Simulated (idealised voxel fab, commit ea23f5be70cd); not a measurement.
This is a process module. Its name is voxel capacitor over wiring.
We display cut, a cross-section 215 nm in width whose square cells are each 5 nm.
Just so we're on the same page, the cross-sections are grids of square cells, and they're listed out in bands top to bottom, each band one or more rows deep.
First you get the band's top height and its bottom height, in nm, and then the materials it's made of, left to right, with each width in nm. If you see a single material with "edge to edge", that one covers the band edge to edge. "empty" is empty space.
Heights from 0 (as-received wafer is one material below). Bottom band endless downward, as "from 0 down".
Think of "30->40" as a width that walks from the first number to the second as you go down the band, top row to bottom row, taking equal-sized steps from row to row.
The designation "all unchanged", where it is given for a processing step, indicates that no cell of the cross-section was altered in the course of that step.
Closed-off voids of 8+ cells (no open route to the top) go in "Enclosed void entries", written width x height at distance from the left edge, in nm.
Step line, after settings: the simulator's comment on this step.
The optional step-line setting "overlay nm" applies to steps with a mask and quantifies how far to the right of its planned location the mask lay, a negative value indicating leftward placement.

-- The steps planned for the process are as follows
1,RECEIVE [material Si]
2,CONFORMAL_DEP [material SiO2] [thk nm 15]
3,CONFORMAL_DEP [material SiCN] [thk nm 5]
4,DIRECTIONAL_DEP [material SiO2] [thk nm 20]
5,DIRECTIONAL_DEP [material aC] [thk nm 15]
6,PATTERN [tone open] [mask id METAL_1] [material resist] [width nm 20] [pitch nm 75] [thk nm 30] [overlay nm 0]
7,DIRECTIONAL_ETCH [etch materials aC] [depth nm 15]
8,STRIP [etch materials resist]
9,DIRECTIONAL_ETCH [etch materials SiO2] [depth nm 20]
10,DIRECTIONAL_ETCH [etch materials SiCN] [depth nm 5]
11,STRIP [etch materials aC]
12,CONFORMAL_DEP [material TiN] [thk nm 5]
13,FILL_DEP [material W] [thk nm 10]
14,CMP [height nm 40]
15,EPI [material Ru] [thk nm 5]
16,FILL_DEP [material SiCN] [thk nm 5]
17,DIRECTIONAL_DEP [material SiO2] [thk nm 10]
18,MASKED_ETCH [tone open] [mask id PLUG_1] [width nm 15] [etch materials SiO2] [depth nm 10] [overlay nm 0]
19,MASKED_ETCH [tone open] [mask id PLUG_1] [width nm 15] [etch materials SiCN] [depth nm 5] [overlay nm 0]
20,EPI [material Ru] [thk nm 10]
21,EPI [material Ru] [thk nm 5]
22,DIRECTIONAL_DEP [material TiN] [thk nm 10]
23,DIRECTIONAL_DEP [material Al2O3] [thk nm 5]
24,DIRECTIONAL_DEP [material TiN] [thk nm 5]
25,MASKED_ETCH [tone cover] [mask id UPPER_PLATE] [width nm 60] [etch materials TiN] [depth nm 5] [overlay nm 0]
26,MASKED_ETCH [tone cover] [mask id UPPER_PLATE] [width nm 60] [etch materials Al2O3] [depth nm 5] [overlay nm 0]
27,PATTERN [tone cover] [mask id LOWER_PLATE] [material resist] [width nm 70] [thk nm 20] [overlay nm 0]
28,DIRECTIONAL_ETCH [etch materials TiN] [depth nm 10]
29,STRIP [etch materials resist]
30,FILL_DEP [material SiO2] [thk nm 20]
31,CMP [height nm 95]
32,MASKED_ETCH [tone open] [mask id PLUG_2] [width nm 15] [etch materials SiO2] [depth nm 15] [overlay nm 0]
33,CONFORMAL_DEP [material TiN] [thk nm 5]
34,FILL_DEP [material Ru] [thk nm 5]
35,CMP [height nm 95]
36,CONFORMAL_DEP [material SiCN] [thk nm 5]

-- Wafer at receipt (post step 1), cross-section
> from 0 down = Si edge to edge
> Enclosed void entries: none

-- End-of-module cross-section. Starting structure and process plan as above; one mistake made in running it
> from 100 to 95 = SiCN edge to edge
> from 95 to 85 = 75->65 of SiO2 | 15->25 of TiN | 125 of SiO2
> from 85 to 80 = 65 of SiO2 | 25 of Al2O3 | 125 of SiO2
> from 80 to 75 = 60 of SiO2 | 65 of TiN | 90 of SiO2
> from 75 to 70 = 60 of SiO2 | 30 of TiN | 35 of Al2O3 | 90 of SiO2
> from 70 to 60 = 55 of SiO2 | 35 of Ru | 40 of TiN | 85 of SiO2
> from 60 to 50 = 65 of SiO2 | 15 of Ru | 135 of SiO2
> from 50 to 45 = 65 of SiCN | 15 of Ru | 135 of SiCN
> from 45 to 40 = 55 of SiCN | 30 of Ru | 45 of SiCN | 30 of Ru | 55 of SiCN
> from 40 to 20 = 60 of SiO2 | 5 of TiN | 10 of W | 5 of TiN | 55 of SiO2 | 5 of TiN | 10 of W | 5 of TiN | 60 of SiO2
> from 20 to 15 = 60 of SiCN | 20 of TiN | 55 of SiCN | 20 of TiN | 60 of SiCN
> from 15 to 0 = SiO2 edge to edge
> from 0 down = Si edge to edge
> Enclosed void entries: none
In executing the process, a mistake was made relative to the plan: step 20 of the plan was executed twice over
